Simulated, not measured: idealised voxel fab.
Title: Process Module voxel wiring stack
Shown is cross-section cut, with a width of 235 nm and square cells of size 5 nm.
Format of a cross-section: grid, square cells. Given as bands. Order: top down. Band: one or more rows of cells.
Per band: top height and bottom height in nm, followed by the left-to-right materials and their widths in nm; "all across" marks a single material spanning edge to edge, "empty" marks empty space.
The level at which height equals 0 is the one under which the wafer, as it arrives, is entirely one material. No lower edge exists for the bottom band, which continues downward and is notated as in "from 0 down".
Top row gets the first number, bottom row gets the second, and each row in between changes by the same step: that is how a band width like "30 to 40" works.
Step marked "left unchanged"? Then no cell in the cross-section changed in it.
"Fully sealed cavities" enumerates empty spaces isolated from the top, with no open way to it, that contain at least 8 cells, giving each as width x height at distance from the left edge, all three in nm.
Post-settings text on a step line: simulator's own remark regarding the step.
overlay nm: mask right of planned place by this much (step with mask). Neg. = left.
Planned step list for the process
1: RECEIVE: material Si
2: CONFORMAL_DEP: material SiO2, thk nm 15
3: DIRECTIONAL_DEP: material TiN, thk nm 5
4: DIRECTIONAL_DEP: material W, thk nm 15
5: PATTERN: tone cover, mask id METAL_1, material resist, width nm 25, pitch nm 55, thk nm 20, overlay nm 0
6: DIRECTIONAL_ETCH: etch materials W, depth nm 15
7: DIRECTIONAL_ETCH: etch materials TiN, depth nm 5
8: STRIP: etch materials resist
9: CONFORMAL_DEP: material SiN, thk nm 5
10: FILL_DEP: material lowk, thk nm 10
11: CMP: height nm 35
12: CONFORMAL_DEP: material SiCN, thk nm 5
13: DIRECTIONAL_DEP: material SiO2, thk nm 20
14: DIRECTIONAL_DEP: material aC, thk nm 10
15: PATTERN: tone open, mask id PLUG_1, material resist, width nm 15, pitch nm 110, thk nm 30, overlay nm 0
16: DIRECTIONAL_ETCH: etch materials aC, depth nm 10
17: STRIP: etch materials resist
18: DIRECTIONAL_ETCH: etch materials SiO2, depth nm 20
19: DIRECTIONAL_ETCH: etch materials SiCN, depth nm 5
20: STRIP: etch materials aC
21: CONFORMAL_DEP: material TiN, thk nm 5
22: FILL_DEP: material Ru, thk nm 5
23: CMP: height nm 60
24: DIRECTIONAL_DEP: material TiN, thk nm 5
25: DIRECTIONAL_DEP: material Ru, thk nm 25
26: PATTERN: tone cover, mask id METAL_2, material resist, width nm 25, pitch nm 55, thk nm 20, overlay nm 0
27: DIRECTIONAL_ETCH: etch materials Ru, depth nm 25
28: DIRECTIONAL_ETCH: etch materials TiN, depth nm 5
29: STRIP: etch materials resist
30: FILL_DEP: material SiO2, thk nm 5
31: CMP: height nm 90
32: CONFORMAL_DEP: material SiCN, thk nm 5
33: DIRECTIONAL_DEP: material lowk, thk nm 25
34: MASKED_ETCH: tone open, mask id METAL_3_HOLES, width nm 15, pitch nm 110, etch materials lowk, depth nm 25, overlay nm 0
35: PATTERN: tone open, mask id METAL_3, material resist, width nm 25, pitch nm 55, thk nm 20, overlay nm 0
36: DIRECTIONAL_ETCH: etch materials lowk, depth nm 15
37: DIRECTIONAL_ETCH: etch materials SiCN, depth nm 5
38: STRIP: etch materials resist
39: CONFORMAL_DEP: material TiN, thk nm 5
40: FILL_DEP: material Cu, thk nm 10
41: CMP: height nm 120
42: CONFORMAL_DEP: material SiCN, thk nm 5
43: DIRECTIONAL_DEP: material SiO2, thk nm 15
44: PATTERN: tone open, mask id PLUG_3, material resist, width nm 15, pitch nm 55, thk nm 20, overlay nm 0
45: DIRECTIONAL_ETCH: etch materials SiO2, depth nm 15
46: DIRECTIONAL_ETCH: etch materials SiCN, depth nm 5
47: STRIP: etch materials resist
48: EPI: material Ru, thk nm 10
49: EPI: material Ru, thk nm 10
50: CONFORMAL_DEP: material SiCN, thk nm 5
51: DIRECTIONAL_DEP: material lowk, thk nm 15
52: MASKED_ETCH: tone open, mask id METAL_4, width nm 25, pitch nm 55, etch materials lowk, depth nm 15, overlay nm 0
53: MASKED_ETCH: tone open, mask id METAL_4, width nm 25, pitch nm 55, etch materials SiCN, depth nm 5, overlay nm 0
54: CONFORMAL_DEP: material TiN, thk nm 5
55: FILL_DEP: material Cu, thk nm 10
56: CMP: height nm 160
57: EPI: material Ru, thk nm 5
58: FILL_DEP: material SiCN, thk nm 5
So, the first of our two wafers, run just as we planned it
So this is the incoming wafer in cross-section - it's already been through step 1
from 0 down = Si all across
Fully sealed cavities: none
The wafer, seen in cross-section, after step 2
from 15 to 0 = SiO2 all across
At heights below 0, the structure remains unaltered.
The wafer, seen in cross-section, after step 3
from 20 to 15 = TiN all across
At heights below 15, the structure remains unaltered.
The wafer, seen in cross-section, after step 4
from 35 to 20 = W all across
At heights below 20, the structure remains unaltered.
The wafer, seen in cross-section, after step 5
from 55 to 35 = empty: 20, then resist: 25, then empty: 30, then resist: 25, then empty: 30, then resist: 25, then empty: 30, then resist: 25, then empty: 25
At heights below 35, the structure remains unaltered.
The wafer, seen in cross-section, after step 6
from 55 to 35 = empty: 20, then resist: 25, then empty: 30, then resist: 25, then empty: 30, then resist: 25, then empty: 30, then resist: 25, then empty: 25
from 35 to 20 = empty: 20, then W: 25, then empty: 30, then W: 25, then empty: 30, then W: 25, then empty: 30, then W: 25, then empty: 25
At heights below 20, the structure remains unaltered.
The wafer, seen in cross-section, after step 7
from 55 to 35 = empty: 20, then resist: 25, then empty: 30, then resist: 25, then empty: 30, then resist: 25, then empty: 30, then resist: 25, then empty: 25
from 35 to 20 = empty: 20, then W: 25, then empty: 30, then W: 25, then empty: 30, then W: 25, then empty: 30, then W: 25, then empty: 25
from 20 to 15 = empty: 20, then TiN: 25, then empty: 30, then TiN: 25, then empty: 30, then TiN: 25, then empty: 30, then TiN: 25, then empty: 25
At heights below 15, the structure remains unaltered.
The wafer, seen in cross-section, after step 8
from 35 to 20 = empty: 20, then W: 25, then empty: 30, then W: 25, then empty: 30, then W: 25, then empty: 30, then W: 25, then empty: 25
At heights below 20, the structure remains unaltered.
The wafer, seen in cross-section, after step 9
from 40 to 35 = empty: 15, then SiN: 35, then empty: 20, then SiN: 35, then empty: 20, then SiN: 35, then empty: 20, then SiN: 35, then empty: 20
from 35 to 20 = empty: 15, then SiN: 5, then W: 25, then SiN: 5, then empty: 20, then SiN: 5, then W: 25, then SiN: 5, then empty: 20, then SiN: 5, then W: 25, then SiN: 5, then empty: 20, then SiN: 5, then W: 25, then SiN: 5, then empty: 20
from 20 to 15 = SiN: 20, then TiN: 25, then SiN: 30, then TiN: 25, then SiN: 30, then TiN: 25, then SiN: 30, then TiN: 25, then SiN: 25
At heights below 15, the structure remains unaltered.
The wafer, seen in cross-section, after step 10
from 50 to 40 = lowk all across
from 40 to 35 = lowk: 15, then SiN: 35, then lowk: 20, then SiN: 35, then lowk: 20, then SiN: 35, then lowk: 20, then SiN: 35, then lowk: 20
from 35 to 20 = lowk: 15, then SiN: 5, then W: 25, then SiN: 5, then lowk: 20, then SiN: 5, then W: 25, then SiN: 5, then lowk: 20, then SiN: 5, then W: 25, then SiN: 5, then lowk: 20, then SiN: 5, then W: 25, then SiN: 5, then lowk: 20
At heights below 20, the structure remains unaltered.
The wafer, seen in cross-section, after step 11
from 35 to 20 = lowk: 15, then SiN: 5, then W: 25, then SiN: 5, then lowk: 20, then SiN: 5, then W: 25, then SiN: 5, then lowk: 20, then SiN: 5, then W: 25, then SiN: 5, then lowk: 20, then SiN: 5, then W: 25, then SiN: 5, then lowk: 20
At heights below 20, the structure remains unaltered.
The wafer, seen in cross-section, after step 12
from 40 to 35 = SiCN all across
At heights below 35, the structure remains unaltered.
The wafer, seen in cross-section, after step 13
from 60 to 40 = SiO2 all across
At heights below 40, the structure remains unaltered.
The wafer, seen in cross-section, after step 14
from 70 to 60 = aC all across
At heights below 60, the structure remains unaltered.
The wafer, seen in cross-section, after step 15
from 100 to 70 = resist: 20, then empty: 15, then resist: 95, then empty: 15, then resist: 90
At heights below 70, the structure remains unaltered.
The wafer, seen in cross-section, after step 16
from 90 to 70 = resist: 20, then empty: 15, then resist: 95, then empty: 15, then resist: 90
from 70 to 60 = aC: 20, then empty: 15, then aC: 95, then empty: 15, then aC: 90
At heights below 60, the structure remains unaltered.
The wafer, seen in cross-section, after step 17
from 70 to 60 = aC: 20, then empty: 15, then aC: 95, then empty: 15, then aC: 90
At heights below 60, the structure remains unaltered.
The wafer, seen in cross-section, after step 18
from 70 to 60 = aC: 20, then empty: 15, then aC: 95, then empty: 15, then aC: 90
from 60 to 40 = SiO2: 20, then empty: 15, then SiO2: 95, then empty: 15, then SiO2: 90
At heights below 40, the structure remains unaltered.
The wafer, seen in cross-section, after step 19
from 70 to 60 = aC: 20, then empty: 15, then aC: 95, then empty: 15, then aC: 90
from 60 to 40 = SiO2: 20, then empty: 15, then SiO2: 95, then empty: 15, then SiO2: 90
from 40 to 35 = SiCN: 20, then empty: 15, then SiCN: 95, then empty: 15, then SiCN: 90
At heights below 35, the structure remains unaltered.
The wafer, seen in cross-section, after step 20
from 60 to 40 = SiO2: 20, then empty: 15, then SiO2: 95, then empty: 15, then SiO2: 90
At heights below 40, the structure remains unaltered.
The wafer, seen in cross-section, after step 21
from 65 to 60 = TiN: 25, then empty: 5, then TiN: 105, then empty: 5, then TiN: 95
from 60 to 40 = SiO2: 20, then TiN: 5, then empty: 5, then TiN: 5, then SiO2: 95, then TiN: 5, then empty: 5, then TiN: 5, then SiO2: 90
from 40 to 35 = SiCN: 20, then TiN: 15, then SiCN: 95, then TiN: 15, then SiCN: 90
At heights below 35, the structure remains unaltered.
The wafer, seen in cross-section, after step 22
from 70 to 65 = Ru all across
from 65 to 60 = TiN: 25, then Ru: 5, then TiN: 105, then Ru: 5, then TiN: 95
from 60 to 40 = SiO2: 20, then TiN: 5, then Ru: 5, then TiN: 5, then SiO2: 95, then TiN: 5, then Ru: 5, then TiN: 5, then SiO2: 90
At heights below 40, the structure remains unaltered.
The wafer, seen in cross-section, after step 23
from 60 to 40 = SiO2: 20, then TiN: 5, then Ru: 5, then TiN: 5, then SiO2: 95, then TiN: 5, then Ru: 5, then TiN: 5, then SiO2: 90
At heights below 40, the structure remains unaltered.
The wafer, seen in cross-section, after step 24
from 65 to 60 = TiN all across
At heights below 60, the structure remains unaltered.
The wafer, seen in cross-section, after step 25
from 90 to 65 = Ru all across
At heights below 65, the structure remains unaltered.
The wafer, seen in cross-section, after step 26
from 110 to 90 = empty: 20, then resist: 25, then empty: 30, then resist: 25, then empty: 30, then resist: 25, then empty: 30, then resist: 25, then empty: 25
At heights below 90, the structure remains unaltered.
The wafer, seen in cross-section, after step 27
from 110 to 90 = empty: 20, then resist: 25, then empty: 30, then resist: 25, then empty: 30, then resist: 25, then empty: 30, then resist: 25, then empty: 25
from 90 to 65 = empty: 20, then Ru: 25, then empty: 30, then Ru: 25, then empty: 30, then Ru: 25, then empty: 30, then Ru: 25, then empty: 25
At heights below 65, the structure remains unaltered.
The wafer, seen in cross-section, after step 28
from 110 to 90 = empty: 20, then resist: 25, then empty: 30, then resist: 25, then empty: 30, then resist: 25, then empty: 30, then resist: 25, then empty: 25
from 90 to 65 = empty: 20, then Ru: 25, then empty: 30, then Ru: 25, then empty: 30, then Ru: 25, then empty: 30, then Ru: 25, then empty: 25
from 65 to 60 = empty: 20, then TiN: 25, then empty: 30, then TiN: 25, then empty: 30, then TiN: 25, then empty: 30, then TiN: 25, then empty: 25
At heights below 60, the structure remains unaltered.
The wafer, seen in cross-section, after step 29
from 90 to 65 = empty: 20, then Ru: 25, then empty: 30, then Ru: 25, then empty: 30, then Ru: 25, then empty: 30, then Ru: 25, then empty: 25
At heights below 65, the structure remains unaltered.
The wafer, seen in cross-section, after step 30
from 95 to 90 = SiO2 all across
from 90 to 65 = SiO2: 20, then Ru: 25, then SiO2: 30, then Ru: 25, then SiO2: 30, then Ru: 25, then SiO2: 30, then Ru: 25, then SiO2: 25
from 65 to 60 = SiO2: 20, then TiN: 25, then SiO2: 30, then TiN: 25, then SiO2: 30, then TiN: 25, then SiO2: 30, then TiN: 25, then SiO2: 25
At heights below 60, the structure remains unaltered.
The wafer, seen in cross-section, after step 31
from 90 to 65 = SiO2: 20, then Ru: 25, then SiO2: 30, then Ru: 25, then SiO2: 30, then Ru: 25, then SiO2: 30, then Ru: 25, then SiO2: 25
At heights below 65, the structure remains unaltered.
The wafer, seen in cross-section, after step 32
from 95 to 90 = SiCN all across
At heights below 90, the structure remains unaltered.
The wafer, seen in cross-section, after step 33
from 120 to 95 = lowk all across
At heights below 95, the structure remains unaltered.
The wafer, seen in cross-section, after step 34
from 120 to 95 = lowk: 20, then empty: 15, then lowk: 95, then empty: 15, then lowk: 90
At heights below 95, the structure remains unaltered.
The wafer, seen in cross-section, after step 35
from 140 to 120 = resist: 20, then empty: 25, then resist: 30, then empty: 25, then resist: 30, then empty: 25, then resist: 30, then empty: 25, then resist: 25
At heights below 120, the structure remains unaltered.
The wafer, seen in cross-section, after step 36
from 140 to 120 = resist: 20, then empty: 25, then resist: 30, then empty: 25, then resist: 30, then empty: 25, then resist: 30, then empty: 25, then resist: 25
from 120 to 105 = lowk: 20, then empty: 25, then lowk: 30, then empty: 25, then lowk: 30, then empty: 25, then lowk: 30, then empty: 25, then lowk: 25
At heights below 105, the structure remains unaltered.
The wafer, seen in cross-section, after step 37
from 140 to 120 = resist: 20, then empty: 25, then resist: 30, then empty: 25, then resist: 30, then empty: 25, then resist: 30, then empty: 25, then resist: 25
from 120 to 105 = lowk: 20, then empty: 25, then lowk: 30, then empty: 25, then lowk: 30, then empty: 25, then lowk: 30, then empty: 25, then lowk: 25
from 105 to 95 = lowk: 20, then empty: 15, then lowk: 95, then empty: 15, then lowk: 90
from 95 to 90 = SiCN: 20, then empty: 15, then SiCN: 95, then empty: 15, then SiCN: 90
At heights below 90, the structure remains unaltered.
The wafer, seen in cross-section, after step 38
from 120 to 105 = lowk: 20, then empty: 25, then lowk: 30, then empty: 25, then lowk: 30, then empty: 25, then lowk: 30, then empty: 25, then lowk: 25
At heights below 105, the structure remains unaltered.
The wafer, seen in cross-section, after step 39
from 125 to 120 = TiN: 25, then empty: 15, then TiN: 40, then empty: 15, then TiN: 40, then empty: 15, then TiN: 40, then empty: 15, then TiN: 30
from 120 to 110 = lowk: 20, then TiN: 5, then empty: 15, then TiN: 5, then lowk: 30, then TiN: 5, then empty: 15, then TiN: 5, then lowk: 30, then TiN: 5, then empty: 15, then TiN: 5, then lowk: 30, then TiN: 5, then empty: 15, then TiN: 5, then lowk: 25
from 110 to 105 = lowk: 20, then TiN: 5, then empty: 5, then TiN: 15, then lowk: 30, then TiN: 25, then lowk: 30, then TiN: 5, then empty: 5, then TiN: 15, then lowk: 30, then TiN: 25, then lowk: 25
from 105 to 95 = lowk: 20, then TiN: 5, then empty: 5, then TiN: 5, then lowk: 95, then TiN: 5, then empty: 5, then TiN: 5, then lowk: 90
from 95 to 90 = SiCN: 20, then TiN: 15, then SiCN: 95, then TiN: 15, then SiCN: 90
At heights below 90, the structure remains unaltered.
The wafer, seen in cross-section, after step 40
from 135 to 125 = Cu all across
from 125 to 120 = TiN: 25, then Cu: 15, then TiN: 40, then Cu: 15, then TiN: 40, then Cu: 15, then TiN: 40, then Cu: 15, then TiN: 30
from 120 to 110 = lowk: 20, then TiN: 5, then Cu: 15, then TiN: 5, then lowk: 30, then TiN: 5, then Cu: 15, then TiN: 5, then lowk: 30, then TiN: 5, then Cu: 15, then TiN: 5, then lowk: 30, then TiN: 5, then Cu: 15, then TiN: 5, then lowk: 25
from 110 to 105 = lowk: 20, then TiN: 5, then Cu: 5, then TiN: 15, then lowk: 30, then TiN: 25, then lowk: 30, then TiN: 5, then Cu: 5, then TiN: 15, then lowk: 30, then TiN: 25, then lowk: 25
from 105 to 95 = lowk: 20, then TiN: 5, then Cu: 5, then TiN: 5, then lowk: 95, then TiN: 5, then Cu: 5, then TiN: 5, then lowk: 90
At heights below 95, the structure remains unaltered.
The wafer, seen in cross-section, after step 41
from 120 to 110 = lowk: 20, then TiN: 5, then Cu: 15, then TiN: 5, then lowk: 30, then TiN: 5, then Cu: 15, then TiN: 5, then lowk: 30, then TiN: 5, then Cu: 15, then TiN: 5, then lowk: 30, then TiN: 5, then Cu: 15, then TiN: 5, then lowk: 25
At heights below 110, the structure remains unaltered.
The wafer, seen in cross-section, after step 42
from 125 to 120 = SiCN all across
At heights below 120, the structure remains unaltered.
The wafer, seen in cross-section, after step 43
from 140 to 125 = SiO2 all across
At heights below 125, the structure remains unaltered.
The wafer, seen in cross-section, after step 44
from 160 to 140 = resist: 20, then empty: 15, then resist: 40, then empty: 15, then resist: 40, then empty: 15, then resist: 40, then empty: 15, then resist: 35
At heights below 140, the structure remains unaltered.
The wafer, seen in cross-section, after step 45
from 160 to 140 = resist: 20, then empty: 15, then resist: 40, then empty: 15, then resist: 40, then empty: 15, then resist: 40, then empty: 15, then resist: 35
from 140 to 125 = SiO2: 20, then empty: 15, then SiO2: 40, then empty: 15, then SiO2: 40, then empty: 15, then SiO2: 40, then empty: 15, then SiO2: 35
At heights below 125, the structure remains unaltered.
The wafer, seen in cross-section, after step 46
from 160 to 140 = resist: 20, then empty: 15, then resist: 40, then empty: 15, then resist: 40, then empty: 15, then resist: 40, then empty: 15, then resist: 35
from 140 to 125 = SiO2: 20, then empty: 15, then SiO2: 40, then empty: 15, then SiO2: 40, then empty: 15, then SiO2: 40, then empty: 15, then SiO2: 35
from 125 to 120 = SiCN: 20, then empty: 15, then SiCN: 40, then empty: 15, then SiCN: 40, then empty: 15, then SiCN: 40, then empty: 15, then SiCN: 35
At heights below 120, the structure remains unaltered.
The wafer, seen in cross-section, after step 47
from 140 to 125 = SiO2: 20, then empty: 15, then SiO2: 40, then empty: 15, then SiO2: 40, then empty: 15, then SiO2: 40, then empty: 15, then SiO2: 35
At heights below 125, the structure remains unaltered.
The wafer, seen in cross-section, after step 48
from 140 to 130 = SiO2: 20, then empty: 15, then SiO2: 40, then empty: 15, then SiO2: 40, then empty: 15, then SiO2: 40, then empty: 15, then SiO2: 35
from 130 to 125 = SiO2: 20, then Ru: 15, then SiO2: 40, then Ru: 15, then SiO2: 40, then Ru: 15, then SiO2: 40, then Ru: 15, then SiO2: 35
from 125 to 120 = SiCN: 20, then Ru: 15, then SiCN: 40, then Ru: 15, then SiCN: 40, then Ru: 15, then SiCN: 40, then Ru: 15, then SiCN: 35
At heights below 120, the structure remains unaltered.
The wafer, seen in cross-section, after step 49
from 140 to 125 = SiO2: 20, then Ru: 15, then SiO2: 40, then Ru: 15, then SiO2: 40, then Ru: 15, then SiO2: 40, then Ru: 15, then SiO2: 35
At heights below 125, the structure remains unaltered.
The wafer, seen in cross-section, after step 50
from 145 to 140 = SiCN all across
At heights below 140, the structure remains unaltered.
The wafer, seen in cross-section, after step 51
from 160 to 145 = lowk all across
At heights below 145, the structure remains unaltered.
The wafer, seen in cross-section, after step 52
from 160 to 145 = lowk: 20, then empty: 25, then lowk: 30, then empty: 25, then lowk: 30, then empty: 25, then lowk: 30, then empty: 25, then lowk: 25
At heights below 145, the structure remains unaltered.
The wafer, seen in cross-section, after step 53
from 160 to 145 = lowk: 20, then empty: 25, then lowk: 30, then empty: 25, then lowk: 30, then empty: 25, then lowk: 30, then empty: 25, then lowk: 25
from 145 to 140 = SiCN: 20, then empty: 25, then SiCN: 30, then empty: 25, then SiCN: 30, then empty: 25, then SiCN: 30, then empty: 25, then SiCN: 25
At heights below 140, the structure remains unaltered.
The wafer, seen in cross-section, after step 54
from 165 to 160 = TiN: 25, then empty: 15, then TiN: 40, then empty: 15, then TiN: 40, then empty: 15, then TiN: 40, then empty: 15, then TiN: 30
from 160 to 145 = lowk: 20, then TiN: 5, then empty: 15, then TiN: 5, then lowk: 30, then TiN: 5, then empty: 15, then TiN: 5, then lowk: 30, then TiN: 5, then empty: 15, then TiN: 5, then lowk: 30, then TiN: 5, then empty: 15, then TiN: 5, then lowk: 25
from 145 to 140 = SiCN: 20, then TiN: 25, then SiCN: 30, then TiN: 25, then SiCN: 30, then TiN: 25, then SiCN: 30, then TiN: 25, then SiCN: 25
At heights below 140, the structure remains unaltered.
The wafer, seen in cross-section, after step 55
from 175 to 165 = Cu all across
from 165 to 160 = TiN: 25, then Cu: 15, then TiN: 40, then Cu: 15, then TiN: 40, then Cu: 15, then TiN: 40, then Cu: 15, then TiN: 30
from 160 to 145 = lowk: 20, then TiN: 5, then Cu: 15, then TiN: 5, then lowk: 30, then TiN: 5, then Cu: 15, then TiN: 5, then lowk: 30, then TiN: 5, then Cu: 15, then TiN: 5, then lowk: 30, then TiN: 5, then Cu: 15, then TiN: 5, then lowk: 25
At heights below 145, the structure remains unaltered.
The wafer, seen in cross-section, after step 56
from 160 to 145 = lowk: 20, then TiN: 5, then Cu: 15, then TiN: 5, then lowk: 30, then TiN: 5, then Cu: 15, then TiN: 5, then lowk: 30, then TiN: 5, then Cu: 15, then TiN: 5, then lowk: 30, then TiN: 5, then Cu: 15, then TiN: 5, then lowk: 25
At heights below 145, the structure remains unaltered.
The wafer, seen in cross-section, after step 57
from 165 to 160 = empty: 15, then Ru: 35, then empty: 20, then Ru: 35, then empty: 20, then Ru: 35, then empty: 20, then Ru: 35, then empty: 20
At heights below 160, the structure remains unaltered.
The wafer, seen in cross-section, after step 58
from 170 to 165 = SiCN all across
from 165 to 160 = SiCN: 15, then Ru: 35, then SiCN: 20, then Ru: 35, then SiCN: 20, then Ru: 35, then SiCN: 20, then Ru: 35, then SiCN: 20
At heights below 160, the structure remains unaltered.
Companion wafer, the second of two: same beginning, same intended sequence, one mistake in carrying it out; through step 47 inclusive it tracks the first exactly
Cross-section of the second wafer at the time by which step 49 should have been completed according to the plan
from 150 to 140 = empty: 10, then Ru: 35, then empty: 20, then Ru: 35, then empty: 20, then Ru: 35, then empty: 20, then Ru: 35, then empty: 25
from 140 to 125 = SiO2: 20, then Ru: 15, then SiO2: 40, then Ru: 15, then SiO2: 40, then Ru: 15, then SiO2: 40, then Ru: 15, then SiO2: 35
from 125 to 120 = SiCN: 20, then Ru: 15, then SiCN: 40, then Ru: 15, then SiCN: 40, then Ru: 15, then SiCN: 40, then Ru: 15, then SiCN: 35
At heights below 120, the structure remains unaltered.
Cross-section of the second wafer at the time by which step 50 should have been completed according to the plan
from 155 to 150 = empty: 5, then SiCN: 45, then empty: 10, then SiCN: 45, then empty: 10, then SiCN: 45, then empty: 10, then SiCN: 45, then empty: 20
from 150 to 145 = empty: 5, then SiCN: 5, then Ru: 35, then SiCN: 5, then empty: 10, then SiCN: 5, then Ru: 35, then SiCN: 5, then empty: 10, then SiCN: 5, then Ru: 35, then SiCN: 5, then empty: 10, then SiCN: 5, then Ru: 35, then SiCN: 5, then empty: 20
from 145 to 140 = SiCN: 10, then Ru: 35, then SiCN: 20, then Ru: 35, then SiCN: 20, then Ru: 35, then SiCN: 20, then Ru: 35, then SiCN: 25
At heights below 140, the structure remains unaltered.
Cross-section of the second wafer at the time by which step 51 should have been completed according to the plan
from 170 to 160 = empty: 5, then lowk: 45, then empty: 10, then lowk: 45, then empty: 10, then lowk: 45, then empty: 10, then lowk: 45, then empty: 20
from 160 to 155 = lowk all across
from 155 to 150 = lowk: 5, then SiCN: 45, then lowk: 10, then SiCN: 45, then lowk: 10, then SiCN: 45, then lowk: 10, then SiCN: 45, then lowk: 20
from 150 to 145 = lowk: 5, then SiCN: 5, then Ru: 35, then SiCN: 5, then lowk: 10, then SiCN: 5, then Ru: 35, then SiCN: 5, then lowk: 10, then SiCN: 5, then Ru: 35, then SiCN: 5, then lowk: 10, then SiCN: 5, then Ru: 35, then SiCN: 5, then lowk: 20
At heights below 145, the structure remains unaltered.
Cross-section of the second wafer at the time by which step 52 should have been completed according to the plan
from 170 to 160 = empty: 5, then lowk: 15, then empty: 25, then lowk: 5, then empty: 10, then lowk: 15, then empty: 25, then lowk: 5, then empty: 10, then lowk: 15, then empty: 25, then lowk: 5, then empty: 10, then lowk: 15, then empty: 25, then lowk: 5, then empty: 20
from 160 to 155 = lowk: 20, then empty: 25, then lowk: 30, then empty: 25, then lowk: 30, then empty: 25, then lowk: 30, then empty: 25, then lowk: 25
At heights below 155, the structure remains unaltered.
Cross-section of the second wafer at the time by which step 53 should have been completed according to the plan
from 170 to 160 = empty: 5, then lowk: 15, then empty: 25, then lowk: 5, then empty: 10, then lowk: 15, then empty: 25, then lowk: 5, then empty: 10, then lowk: 15, then empty: 25, then lowk: 5, then empty: 10, then lowk: 15, then empty: 25, then lowk: 5, then empty: 20
from 160 to 155 = lowk: 20, then empty: 25, then lowk: 30, then empty: 25, then lowk: 30, then empty: 25, then lowk: 30, then empty: 25, then lowk: 25
from 155 to 150 = lowk: 5, then SiCN: 15, then empty: 25, then SiCN: 5, then lowk: 10, then SiCN: 15, then empty: 25, then SiCN: 5, then lowk: 10, then SiCN: 15, then empty: 25, then SiCN: 5, then lowk: 10, then SiCN: 15, then empty: 25, then SiCN: 5, then lowk: 20
At heights below 150, the structure remains unaltered.
Cross-section of the second wafer at the time by which step 54 should have been completed according to the plan
from 175 to 170 = TiN: 25, then empty: 15, then TiN: 40, then empty: 15, then TiN: 40, then empty: 15, then TiN: 40, then empty: 15, then TiN: 15, then empty: 15
from 170 to 165 = TiN: 5, then lowk: 15, then TiN: 5, then empty: 15, then TiN: 5, then lowk: 5, then TiN: 10, then lowk: 15, then TiN: 5, then empty: 15, then TiN: 5, then lowk: 5, then TiN: 10, then lowk: 15, then TiN: 5, then empty: 15, then TiN: 5, then lowk: 5, then TiN: 10, then lowk: 15, then TiN: 5, then empty: 15, then TiN: 5, then lowk: 5, then TiN: 5, then empty: 15
from 165 to 160 = TiN: 5, then lowk: 15, then TiN: 5, then empty: 15, then TiN: 5, then lowk: 5, then TiN: 10, then lowk: 15, then TiN: 5, then empty: 15, then TiN: 5, then lowk: 5, then TiN: 10, then lowk: 15, then TiN: 5, then empty: 15, then TiN: 5, then lowk: 5, then TiN: 10, then lowk: 15, then TiN: 5, then empty: 15, then TiN: 5, then lowk: 5, then TiN: 20
from 160 to 155 = lowk: 20, then TiN: 5, then empty: 15, then TiN: 5, then lowk: 30, then TiN: 5, then empty: 15, then TiN: 5, then lowk: 30, then TiN: 5, then empty: 15, then TiN: 5, then lowk: 30, then TiN: 5, then empty: 15, then TiN: 5, then lowk: 25
from 155 to 150 = lowk: 5, then SiCN: 15, then TiN: 25, then SiCN: 5, then lowk: 10, then SiCN: 15, then TiN: 25, then SiCN: 5, then lowk: 10, then SiCN: 15, then TiN: 25, then SiCN: 5, then lowk: 10, then SiCN: 15, then TiN: 25, then SiCN: 5, then lowk: 20
At heights below 150, the structure remains unaltered.
Cross-section of the second wafer at the time by which step 55 should have been completed according to the plan
from 185 to 175 = Cu all across
from 175 to 170 = TiN: 25, then Cu: 15, then TiN: 40, then Cu: 15, then TiN: 40, then Cu: 15, then TiN: 40, then Cu: 15, then TiN: 15, then Cu: 15
from 170 to 165 = TiN: 5, then lowk: 15, then TiN: 5, then Cu: 15, then TiN: 5, then lowk: 5, then TiN: 10, then lowk: 15, then TiN: 5, then Cu: 15, then TiN: 5, then lowk: 5, then TiN: 10, then lowk: 15, then TiN: 5, then Cu: 15, then TiN: 5, then lowk: 5, then TiN: 10, then lowk: 15, then TiN: 5, then Cu: 15, then TiN: 5, then lowk: 5, then TiN: 5, then Cu: 15
from 165 to 160 = TiN: 5, then lowk: 15, then TiN: 5, then Cu: 15, then TiN: 5, then lowk: 5, then TiN: 10, then lowk: 15, then TiN: 5, then Cu: 15, then TiN: 5, then lowk: 5, then TiN: 10, then lowk: 15, then TiN: 5, then Cu: 15, then TiN: 5, then lowk: 5, then TiN: 10, then lowk: 15, then TiN: 5, then Cu: 15, then TiN: 5, then lowk: 5, then TiN: 20
from 160 to 155 = lowk: 20, then TiN: 5, then Cu: 15, then TiN: 5, then lowk: 30, then TiN: 5, then Cu: 15, then TiN: 5, then lowk: 30, then TiN: 5, then Cu: 15, then TiN: 5, then lowk: 30, then TiN: 5, then Cu: 15, then TiN: 5, then lowk: 25
At heights below 155, the structure remains unaltered.
Cross-section of the second wafer at the time by which step 56 should have been completed according to the plan
from 160 to 155 = lowk: 20, then TiN: 5, then Cu: 15, then TiN: 5, then lowk: 30, then TiN: 5, then Cu: 15, then TiN: 5, then lowk: 30, then TiN: 5, then Cu: 15, then TiN: 5, then lowk: 30, then TiN: 5, then Cu: 15, then TiN: 5, then lowk: 25
At heights below 155, the structure remains unaltered.
Cross-section of the second wafer at the time by which step 57 should have been completed according to the plan
from 165 to 160 = empty: 15, then Ru: 35, then empty: 20, then Ru: 35, then empty: 20, then Ru: 35, then empty: 20, then Ru: 35, then empty: 20
At heights below 160, the structure remains unaltered.
Cross-section of the second wafer at the time by which step 58 should have been completed according to the plan
from 170 to 165 = SiCN all across
from 165 to 160 = SiCN: 15, then Ru: 35, then SiCN: 20, then Ru: 35, then SiCN: 20, then Ru: 35, then SiCN: 20, then Ru: 35, then SiCN: 20
At heights below 160, the structure remains unaltered.
Here's what went sideways: one of the identical steps 48 and 49 ran twice, and which one cannot be pinned down
Wrapping up, a cell-based count of both wafers puts the second over or under the first for these materials: Cu: 24 fewer | Ru: 56 more | SiCN: 16 more | TiN: 16 fewer | lowk: 32 fewer
